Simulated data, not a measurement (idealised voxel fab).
process module | voxel fin reveal
cross-section cut | 275 nm wide | cells 5 nm
A cross-section is a grid of square cells, given in bands from the top down. A band is one or more rows of cells.
Each band's line starts with the height of the band's top and of its bottom, in nm. Then come its materials from left to right, each with its width in nm. One material with "throughout" fills the band from edge to edge. "air" is empty space.
Height 0 is the level under which the wafer as received is all one material. The lowest band goes on downwards, as in "0 down".
A width such as "30 to 40" changes by the same amount from each row of cells to the next, from the band's top row to its bottom row.
"no change" after a step means that no cell of the cross-section changed.
closed voids: empty space of 8 cells or more with no open way to the top, each as width x height at its distance from the left edge, in nm
after a step's settings: what the simulator itself notes on the step
overlay nm, on a step with a mask: how far to the right of its planned place the mask lay; to the left if negative
plan
1 op RECEIVE | material Si
2 op CONFORMAL_DEP | material SiN | thk nm 5
3 op PATTERN | tone cover | mask id FINS | material resist | width nm 15 | pitch nm 35 | thk nm 20 | overlay nm 0
4 op DIRECTIONAL_ETCH | etch materials SiN | depth nm 5
5 op DIRECTIONAL_ETCH | etch materials Si | depth nm 40
6 op STRIP | etch materials resist
7 op OXIDIZE | depth nm 5
8 op FILL_DEP | material SiO2 | thk nm 15
9 op CMP | height nm 5
10 op SELECTIVE_ETCH | etch materials SiO2 | depth nm 35
11 op STRIP | etch materials SiN
as received, after step 1
  0 down: Si throughout
  closed voids: none
first wafer at the end, as planned
  0 to -30: air 115 | Si 5 | air 30 | Si 5 | air 120
  -30 to -45: SiO2 115 | Si 5 | SiO2 30 | Si 5 | SiO2 120
  -45 down: Si throughout
  closed voids: none
second wafer at the end: like start, like plan, one mistake
  0 to -30: Si 105 | air 25 | Si 10 | air 25 | Si 110
  -30 to -45: Si 105 | SiO2 25 | Si 10 | SiO2 25 | Si 110
  -45 down: Si throughout
  closed voids: none
what went wrong: step 3 ran as: op PATTERN | tone open | mask id FINS | material resist | width nm 15 | pitch nm 35 | thk nm 20 | overlay nm 0
at the end the second wafer has, in cells: 387 more of Si | 129 fewer of SiO2
